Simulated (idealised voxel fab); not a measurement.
Proc. module: voxel gate over fins
The cross-section on display is named cut; it measures 230 nm wide, and its cells are 5 nm squares.
The cross-sections in this document take the form of a grid made of square cells. They are written out as bands, in order from top to bottom. Each band consists of one or more rows of cells.
Top height, bottom height, nm. Materials left to right, width each, nm. Single material + "throughout" = fills band edge to edge. "empty" = empty.
Counting heights begins at 0, where everything beneath is, in the wafer as received, one material. The lowest band has no bottom; it goes on downwards, as "top 0, no bottom" shows.
When a width is written as two numbers, as in "30->40", the first number is the width in the top row of cells of the band and the second is the width in its bottom row, and the width changes by the same amount from each row to the next.
When a step is marked "nothing different", none of the cells in the cross-section changed during that step.
Any empty space of 8 cells or more lacking an open way to the top shows up in "Fully closed voids" as width x height at distance, distance from the left edge, in nm.
Note: text after step settings on the step line = simulator remark on that step.
"overlay nm" answers the question of how far to the right of plan the mask lay on a step that has a mask, and when it is negative the answer is to the left.

**plan**
| 1 | RECEIVE | material Si |
| 2 | CONFORMAL_DEP | material SiN | thk nm 10 |
| 3 | PATTERN | tone cover | mask id FINS | material resist | width nm 15 | pitch nm 40 | thk nm 15 | overlay nm 0 |
| 4 | DIRECTIONAL_ETCH | etch materials SiN | depth nm 10 |
| 5 | DIRECTIONAL_ETCH | etch materials Si | depth nm 35 |
| 6 | STRIP | etch materials resist |
| 7 | FILL_DEP | material SiO2 | thk nm 5 |
| 8 | CMP | height nm 0 |
| 9 | SELECTIVE_ETCH | etch materials SiO2 | depth nm 20 |
| 10 | STRIP | etch materials SiN |
| 11 | CONFORMAL_DEP | material HfO2 | thk nm 5 |
| 12 | CONFORMAL_DEP | material TiN | thk nm 5 |
| 13 | CONFORMAL_DEP | material TiAl | thk nm 5 |
| 14 | CONFORMAL_DEP | material TiN | thk nm 5 |
| 15 | FILL_DEP | material W | thk nm 15 |
| 16 | CMP | height nm 30 |
| 17 | CONFORMAL_DEP | material SiCN | thk nm 5 |
The wafers in this document start out alike and differ in the height nm applied at step 8; the plan shows the value used for the first wafer.

**first wafer as received, after step 1**
> top 0, no bottom  Si throughout
> Fully closed voids: none

**Rows = wafers. At module end, each row lists per material the cells gained (+) or lost (-) since the wafer was received, then the closed voids**
height nm 0 | +70 HfO2 | -259 Si | +46 SiCN | +111 SiO2 | +62 TiAl | +124 TiN | +168 W | Fully closed voids: none
height nm 5 | +64 HfO2 | -259 Si | +46 SiCN | +148 SiO2 | +58 TiAl | +116 TiN | +149 W | Fully closed voids: none
height nm 10 | +58 HfO2 | -259 Si | +46 SiCN | +185 SiO2 | +54 TiAl | +108 TiN | +130 W | Fully closed voids: none
height nm 15 | +52 HfO2 | -259 Si | +46 SiCN | +222 SiO2 | +50 TiAl | +100 TiN | +111 W | Fully closed voids: none
